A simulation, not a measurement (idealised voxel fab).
Proc. module: voxel ribs on slabs
We display cut, a cross-section 240 nm in width whose square cells are each 5 nm.
Notation: cross-section as square-cell grid; stated in bands, top first, going down; one or more cell rows per band.
Within each band entry, the heights of the top and of the bottom of the band appear first, in that order and in nm; the materials of the band then follow from left to right, each with its corresponding width in nm. The designation "throughout" on a single material indicates that it fills the band from edge to edge; the designation "air" indicates empty space.
The level at which height equals 0 is the one under which the wafer, as it arrives, is entirely one material. No lower edge exists for the bottom band, which continues downward and is notated as in "0 and below".
A two-number width, for instance "30->40", indicates that the width is equal to the first number in the top row of the band and to the second number in the bottom row, and that it changes by a constant amount per row of cells.
No cell of the cross-section changed in a step that is given as "nothing got changed".
Each empty space that has no open way to the top and spans at least 8 cells appears under "Closed-off voids" as width x height at distance, the distance counted from the left edge, all in nm.
That trailing text on a step's line, after the settings, is the simulator's own remark on the step.
overlay nm: mask right of planned place by this much (step with mask). Neg. = left.

Process steps (planned):
1 RECEIVE | material Si
2 DIRECTIONAL_DEP | material SiO2 | thk nm 30
3 DIRECTIONAL_DEP | material SiN | thk nm 20
4 MASKED_ETCH | tone cover | mask id RIB | width nm 30 | etch materials SiN | depth nm 10 | overlay nm -15
5 PATTERN | tone cover | mask id SLAB | material resist | width nm 70 | thk nm 15 | overlay nm 0
6 DIRECTIONAL_ETCH | etch materials SiN | depth nm 10
7 STRIP | etch materials resist
8 FILL_DEP | material SiO2 | thk nm 25
9 CMP | height nm 65
10 DIRECTIONAL_DEP | material TiN | thk nm 5
11 MASKED_ETCH | tone cover | mask id HEATER | width nm 40 | etch materials TiN | depth nm 5 | overlay nm 0
12 CONFORMAL_DEP | material SiN | thk nm 10
For this document, wafers share an identical start and vary in the step 4 overlay nm; the plan quotes the first wafer's value.

First of several wafers, received after step 1, in cross-section:
0 and below = Si throughout
Closed-off voids: none

Once step 12, the last step, is complete, the module is at its end; this is the cross-section of the first of several wafers:
80 down to 75 = air (90) / SiN (60) / air (90)
75 down to 70 = SiN throughout
70 down to 65 = SiN (100) / TiN (40) / SiN (100)
65 down to 50 = SiO2 throughout
50 down to 40 = SiO2 (90) / SiN (30) / SiO2 (120)
40 down to 30 = SiO2 (85) / SiN (70) / SiO2 (85)
30 down to 0 = SiO2 throughout
0 and below = Si throughout
Closed-off voids: none

Final wafer of several, shown in cross-section at the end of the module:
80 down to 75 = air (90) / SiN (60) / air (90)
75 down to 70 = SiN throughout
70 down to 65 = SiN (100) / TiN (40) / SiN (100)
65 down to 50 = SiO2 throughout
50 down to 40 = SiO2 (120) / SiN (30) / SiO2 (90)
40 down to 30 = SiO2 (85) / SiN (70) / SiO2 (85)
30 down to 0 = SiO2 throughout
0 and below = Si throughout
Closed-off voids: none

Row per wafer, end-of-module: cell gain (+)/loss (-) by material since the wafer came in, then closed voids:
overlay nm -15, +140 SiN, +584 SiO2, +8 TiN, Closed-off voids: none
overlay nm -10, +140 SiN, +584 SiO2, +8 TiN, Closed-off voids: none
overlay nm -5, +140 SiN, +584 SiO2, +8 TiN, Closed-off voids: none
overlay nm 0, +140 SiN, +584 SiO2, +8 TiN, Closed-off voids: none
overlay nm 5, +140 SiN, +584 SiO2, +8 TiN, Closed-off voids: none
overlay nm 10, +140 SiN, +584 SiO2, +8 TiN, Closed-off voids: none
overlay nm 15, +140 SiN, +584 SiO2, +8 TiN, Closed-off voids: none
